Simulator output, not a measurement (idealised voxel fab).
This is a process module. Its name is voxel fin reveal.
In the cross-section labelled cut, the width is 245 nm and each square cell is 5 nm.
This document writes a cross-section as a grid whose cells are square, and gives it as bands, listed from the top down; one or more rows of cells form a band. Basically the band line says how high the top is and how high the bottom is, in nm, and then what's in it from left to right, every material with its width in nm. Empty space shows up as "air", and if a single material carries "throughout" it runs the full band edge to edge. We count height from 0. Below that, the starting wafer is all one material. The lowest band never ends at the bottom but goes on down; see "z 0 and below" for how that is written. Width spec "30->40" -> top row of cells at first value, bottom row at second value, equal per-row change in between. Step note "no alterations made" = no cross-section cell changed. The list in "Closed void roster" covers empty spaces of 8 cells or more that cannot reach the top through any open way, and it gives each as width x height at distance; the distance is from the left edge, and width, height and distance are in nm. after a step's settings: what the simulator itself notes on the step. overlay nm, on a step with a mask: how far to the right of its planned place the mask lay; to the left if negative.

The following list gives the planned process steps:
step 1: RECEIVE,material Si
step 2: CONFORMAL_DEP,material SiN,thk nm 5
step 3: MASKED_ETCH,tone cover,mask id FINS,width nm 15,pitch nm 45,etch materials SiN,depth nm 5,overlay nm 0
step 4: MASKED_ETCH,tone cover,mask id FINS,width nm 15,pitch nm 45,etch materials Si,depth nm 30,overlay nm 0
step 5: OXIDIZE,depth nm 5
step 6: FILL_DEP,material SiO2,thk nm 10
step 7: CMP,height nm 5
step 8: SELECTIVE_ETCH,etch materials SiO2,depth nm 20
step 9: STRIP,etch materials SiN
step 10: CONFORMAL_DEP,material HfO2,thk nm 5

The first of a set of two wafers, run to plan:

Cross-section: wafer on arrival = after step 1:
	z 0 and below | Si throughout
	Closed void roster: none

Upon completion of step 2, the wafer appears in cross-section as shown:
	z 5 to 0 | SiN throughout
	Below 0, the layers are the same as they were.

Upon completion of step 3, the wafer appears in cross-section as shown:
	z 5 to 0 | air: 70 / SiN: 15 / air: 30 / SiN: 15 / air: 30 / SiN: 15 / air: 70
	Below 0, the layers are the same as they were.

Upon completion of step 4, the wafer appears in cross-section as shown:
	z 5 to 0 | air: 70 / SiN: 15 / air: 30 / SiN: 15 / air: 30 / SiN: 15 / air: 70
	z 0 to -30 | air: 70 / Si: 15 / air: 30 / Si: 15 / air: 30 / Si: 15 / air: 70
	Below -30, the layers are the same as they were.

Upon completion of step 5, the wafer appears in cross-section as shown:
	z 5 to 0 | air: 70 / SiN: 15 / air: 30 / SiN: 15 / air: 30 / SiN: 15 / air: 70
	z 0 to -30 | air: 70 / SiO2: 5 / Si: 5 / SiO2: 5 / air: 30 / SiO2: 5 / Si: 5 / SiO2: 5 / air: 30 / SiO2: 5 / Si: 5 / SiO2: 5 / air: 70
	z -30 to -35 | SiO2: 75 / Si: 5 / SiO2: 40 / Si: 5 / SiO2: 40 / Si: 5 / SiO2: 75
	Below -35, the layers are the same as they were.

Upon completion of step 6, the wafer appears in cross-section as shown:
	z 15 to 5 | SiO2 throughout
	z 5 to 0 | SiO2: 70 / SiN: 15 / SiO2: 30 / SiN: 15 / SiO2: 30 / SiN: 15 / SiO2: 70
	z 0 to -35 | SiO2: 75 / Si: 5 / SiO2: 40 / Si: 5 / SiO2: 40 / Si: 5 / SiO2: 75
	Below -35, the layers are the same as they were.

Upon completion of step 7, the wafer appears in cross-section as shown:
	z 5 to 0 | SiO2: 70 / SiN: 15 / SiO2: 30 / SiN: 15 / SiO2: 30 / SiN: 15 / SiO2: 70
	Below 0, the layers are the same as they were.

Upon completion of step 8, the wafer appears in cross-section as shown:
	z 5 to 0 | air: 70 / SiN: 15 / air: 30 / SiN: 15 / air: 30 / SiN: 15 / air: 70
	z 0 to -15 | air: 75 / Si: 5 / air: 40 / Si: 5 / air: 40 / Si: 5 / air: 75
	Below -15, the layers are the same as they were.

Upon completion of step 9, the wafer appears in cross-section as shown:
	z 0 to -15 | air: 75 / Si: 5 / air: 40 / Si: 5 / air: 40 / Si: 5 / air: 75
	Below -15, the layers are the same as they were.

Upon completion of step 10, the wafer appears in cross-section as shown:
	z 5 to 0 | air: 70 / HfO2: 15 / air: 30 / HfO2: 15 / air: 30 / HfO2: 15 / air: 70
	z 0 to -10 | air: 70 / HfO2: 5 / Si: 5 / HfO2: 5 / air: 30 / HfO2: 5 / Si: 5 / HfO2: 5 / air: 30 / HfO2: 5 / Si: 5 / HfO2: 5 / air: 70
	z -10 to -15 | HfO2: 75 / Si: 5 / HfO2: 40 / Si: 5 / HfO2: 40 / Si: 5 / HfO2: 75
	Below -15, the layers are the same as they were.

Now the other wafer: same start, same recipe, but we messed up one thing when running it. Up to and including step 7 it's the same as the first one:

Here is the second wafer in cross-section at the point where step 8 of the plan should have been done:
	z 5 to 0 | SiO2: 70 / air: 15 / SiO2: 30 / air: 15 / SiO2: 30 / air: 15 / SiO2: 70
	Below 0, the layers are the same as they were.

Here is the second wafer in cross-section at the point where step 9 of the plan should have been done:
	z 0 to -15 | air: 75 / Si: 5 / air: 40 / Si: 5 / air: 40 / Si: 5 / air: 75
	z -15 to -20 | SiO2: 50 / air: 25 / Si: 5 / air: 40 / Si: 5 / air: 40 / Si: 5 / air: 25 / SiO2: 50
	Below -20, the layers are the same as they were.

Here is the second wafer in cross-section at the point where step 10 of the plan should have been done:
	z 5 to 0 | air: 70 / HfO2: 15 / air: 30 / HfO2: 15 / air: 30 / HfO2: 15 / air: 70
	z 0 to -10 | air: 70 / HfO2: 5 / Si: 5 / HfO2: 5 / air: 30 / HfO2: 5 / Si: 5 / HfO2: 5 / air: 30 / HfO2: 5 / Si: 5 / HfO2: 5 / air: 70
	z -10 to -15 | HfO2: 55 / air: 15 / HfO2: 5 / Si: 5 / HfO2: 5 / air: 30 / HfO2: 5 / Si: 5 / HfO2: 5 / air: 30 / HfO2: 5 / Si: 5 / HfO2: 5 / air: 15 / HfO2: 55
	z -15 to -20 | SiO2: 50 / HfO2: 25 / Si: 5 / HfO2: 40 / Si: 5 / HfO2: 40 / Si: 5 / HfO2: 25 / SiO2: 50
	Below -20, the layers are the same as they were.
Heads up, the wafer didn't run the way we planned it: steps 8 and 9 got flipped, so each one ran where the other should have
The closing comparison, in cells, has the second wafer with more or fewer of some materials than the first: HfO2: 8 more | SiO2: 26 fewer
